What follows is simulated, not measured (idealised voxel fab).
process module | voxel released beams
cross-section cut | 185 nm wide | cells 5 nm
A cross-section is a grid of square cells, given in bands from the top down. A band is one or more rows of cells.
Each band's line starts with the height of the band's top and of its bottom, in nm. Then come its materials from left to right, each with its width in nm. One material with "throughout" fills the band from edge to edge. "air" is empty space.
Height 0 is the level under which the wafer as received is all one material. The lowest band goes on downwards, as in "0 down".
A width such as "30 to 40" changes by the same amount from each row of cells to the next, from the band's top row to its bottom row.
"no change" after a step means that no cell of the cross-section changed.
closed voids: empty space of 8 cells or more with no open way to the top, each as width x height at its distance from the left edge, in nm
after a step's settings: what the simulator itself notes on the step
overlay nm, on a step with a mask: how far to the right of its planned place the mask lay; to the left if negative
plan
1 op RECEIVE | material Si
2 op CONFORMAL_DEP | material SiN | thk nm 10
3 op DIRECTIONAL_DEP | material SiO2 | thk nm 10
4 op PATTERN | tone open | mask id ANCHOR | material resist | width nm 25 | thk nm 15 | overlay nm 0
5 op DIRECTIONAL_ETCH | etch materials SiO2 | depth nm 10
6 op STRIP | etch materials resist
7 op CONFORMAL_DEP | material TiN | thk nm 10
8 op MASKED_ETCH | tone cover | mask id BEAM | width nm 95 | etch materials TiN | depth nm 10 | overlay nm 0
9 op STRIP | etch materials SiO2
as received, after step 1
  0 down: Si throughout
  closed voids: none
first wafer at the end, as planned
  30 to 20: air 40 | TiN 15 | air 5 | TiN 75 | air 50
  20 to 10: air 45 | TiN 25 | air 115
  10 to 0: SiN throughout
  0 down: Si throughout
  closed voids: none
second wafer at the end: like start, like plan, one mistake
  20 to 10: air 40 | TiN 15 | air 5 | TiN 75 | air 50
  10 to 0: air 45 | TiN 25 | air 115
  0 down: Si throughout
  closed voids: none
what went wrong: step 2 was left out
at the end the second wafer has, in cells: 74 fewer of SiN
